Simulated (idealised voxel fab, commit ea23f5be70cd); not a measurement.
Process module heading - voxel tone inversion
For reference, the cross-section in this document is cut, with width 290 nm and square cells of 5 nm.
Think of the cross-section as a grid of square cells. We describe it in bands, top to bottom, and each band covers one or more rows of those cells.
A band entry consists of two parts. The first gives the height of the band's top and the height of its bottom, in nm. The rest lists the band's materials from left to right, each with its width in nm. A single material labelled with the word "full width" fills the band from edge to edge, and the word "air" marks empty space.
Height 0 is the level under which the wafer as received is all one material. The lowest band goes on downwards, as in "0 nm and below".
With a width like "30->40", each row of cells in the band differs from the next by the same amount, the top row carrying the first number and the bottom row the second.
When a step is marked "nothing altered", none of the cells in the cross-section changed during that step.
This entry, "Sealed void listing", enumerates those empty regions of no fewer than 8 cells that possess no open connection to the top. Each region is reported in the form width x height at distance, the distance being taken from the left edge, with all three quantities expressed in nm.
On each step's line, the part that comes after the settings is the simulator's own comment on the step.
If you see "overlay nm" on a step's line and that step has a mask, it's telling you how far right of where it was planned the mask ended up; a negative number means it went left instead.

Set out below are the planned steps of the process
1. RECEIVE [material Si]
2. CONFORMAL_DEP [material SiCN] [thk nm 5]
3. DIRECTIONAL_DEP [material aC] [thk nm 15]
4. PATTERN [tone cover] [mask id POSTS] [material resist] [width nm 15] [pitch nm 45] [thk nm 20] [overlay nm 0]
5. DIRECTIONAL_ETCH [etch materials aC] [depth nm 15]
6. STRIP [etch materials resist]
7. FILL_DEP [material SiO2] [thk nm 10]
8. CMP [height nm 20]
9. STRIP [etch materials aC]

Wafer as received: cross-section following step 1
0 nm and below | Si full width
Sealed void listing: none

Final cross-section, module run with one mistake (start and plan as above)
20 nm to 5 nm | 115 of air / 15 of aC / 30 of air / 15 of aC / 115 of air
5 nm to 0 nm | SiCN full width
0 nm and below | Si full width
Sealed void listing: none
What was done differently from what was planned? off-plan run, step 9, actual operation and settings STRIP [etch materials SiO2]
